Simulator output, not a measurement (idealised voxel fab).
Herein follows the process module entitled voxel ribs on slabs.
The width of the displayed cross-section, cut, is 150 nm; its cells are square, with a size of 5 nm.
Cross-section format: a grid of square cells, given as bands from top to bottom; each band is one or more rows of cells.
Look at the band entry: it leads with the top's height and the bottom's height in nm. Then it lists the materials left to right, with a width in nm for each. The word "throughout" on a single material says that material fills the band edge to edge. The word "empty" is empty space.
It should be noted that heights are counted from 0, beneath which the wafer as supplied is of one material throughout, and that the lowest band possesses no lower boundary but continues downward, as written in "from 0 down".
Note: "30..40" means the width goes from the first number (top row of the band) to the second number (bottom row) in equal steps per row of cells.
It should be understood that the words "no alterations made", when stated for a given step, signify that the cross-section underwent no change in any of its cells during that step.
"Closed voids list" means: voids of 8 cells or more that are shut off from the top with no open way through. Written width x height at distance, distance from the left edge, in nm.
Step line, after settings: the simulator's comment on this step.
overlay nm: on a step with a mask, how far right of its planned place the mask lay; negative means left.

### Process steps - plan
1,op RECEIVE | material Si
2,op DIRECTIONAL_DEP | material SiO2 | thk nm 20
3,op DIRECTIONAL_DEP | material polySi | thk nm 15
4,op PATTERN | tone cover | mask id RIB | material resist | width nm 25 | thk nm 20 | overlay nm 0
5,op DIRECTIONAL_ETCH | etch materials polySi | depth nm 10
6,op STRIP | etch materials resist
7,op PATTERN | tone cover | mask id SLAB | material resist | width nm 85 | thk nm 20 | overlay nm 0
8,op DIRECTIONAL_ETCH | etch materials polySi | depth nm 5
9,op STRIP | etch materials resist
10,op FILL_DEP | material SiO2 | thk nm 20
11,op CMP | height nm 45
12,op DIRECTIONAL_DEP | material W | thk nm 10
13,op MASKED_ETCH | tone cover | mask id HEATER | width nm 35 | etch materials W | depth nm 10 | overlay nm 0
14,op CONFORMAL_DEP | material SiN | thk nm 10

### The first of a set of two wafers, run to plan

### As-received state of the wafer in cross-section, equivalent to post-step 1
> from 0 down  Si throughout
> Closed voids list: none

### After step 2, in cross-section
> from 20 to 0  SiO2 throughout
> Lower than 0, everything is as it was.

### After step 3, in cross-section
> from 35 to 20  polySi throughout
> Lower than 20, everything is as it was.

### After step 4, in cross-section
> from 55 to 35  60 of empty, 25 of resist, 65 of empty
> Lower than 35, everything is as it was.

### After step 5, in cross-section
> from 55 to 35  60 of empty, 25 of resist, 65 of empty
> from 35 to 25  60 of empty, 25 of polySi, 65 of empty
> Lower than 25, everything is as it was.

### After step 6, in cross-section
> from 35 to 25  60 of empty, 25 of polySi, 65 of empty
> Lower than 25, everything is as it was.

### After step 7, in cross-section
> from 55 to 35  30 of empty, 85 of resist, 35 of empty
> from 35 to 25  30 of empty, 30 of resist, 25 of polySi, 30 of resist, 35 of empty
> Lower than 25, everything is as it was.

### After step 8, in cross-section
> from 55 to 35  30 of empty, 85 of resist, 35 of empty
> from 35 to 25  30 of empty, 30 of resist, 25 of polySi, 30 of resist, 35 of empty
> from 25 to 20  30 of empty, 85 of polySi, 35 of empty
> Lower than 20, everything is as it was.

### After step 9, in cross-section
> from 35 to 25  60 of empty, 25 of polySi, 65 of empty
> Lower than 25, everything is as it was.

### After step 10, in cross-section
> from 55 to 35  SiO2 throughout
> from 35 to 25  60 of SiO2, 25 of polySi, 65 of SiO2
> from 25 to 20  30 of SiO2, 85 of polySi, 35 of SiO2
> Lower than 20, everything is as it was.

### After step 11, in cross-section
> from 45 to 35  SiO2 throughout
> Lower than 35, everything is as it was.

### After step 12, in cross-section
> from 55 to 45  W throughout
> Lower than 45, everything is as it was.

### After step 13, in cross-section
> from 55 to 45  55 of empty, 35 of W, 60 of empty
> Lower than 45, everything is as it was.

### After step 14, in cross-section
> from 65 to 55  45 of empty, 55 of SiN, 50 of empty
> from 55 to 45  55 of SiN, 35 of W, 60 of SiN
> Lower than 45, everything is as it was.

### Okay, second wafer. Nothing different at the start, nothing different in the plan, just one mistake somewhere in the running. As far as step 12, counting that step, it's the first wafer all over again

### Cross-section of the second wafer corresponding to the planned conclusion of step 13
> from 55 to 45  55 of empty, 40 of W, 55 of empty
> Lower than 45, everything is as it was.

### Cross-section of the second wafer corresponding to the planned conclusion of step 14
> from 65 to 55  45 of empty, 60 of SiN, 45 of empty
> from 55 to 45  55 of SiN, 40 of W, 55 of SiN
> Lower than 45, everything is as it was.
Short version of what went wrong: planned and actual differ for step 13; actual: op MASKED_ETCH | tone cover | mask id HEATER | width nm 40 | etch materials W | depth nm 10 | overlay nm 0
The closing comparison, in cells, has the second wafer with more or fewer of some materials than the first: 2 more of W
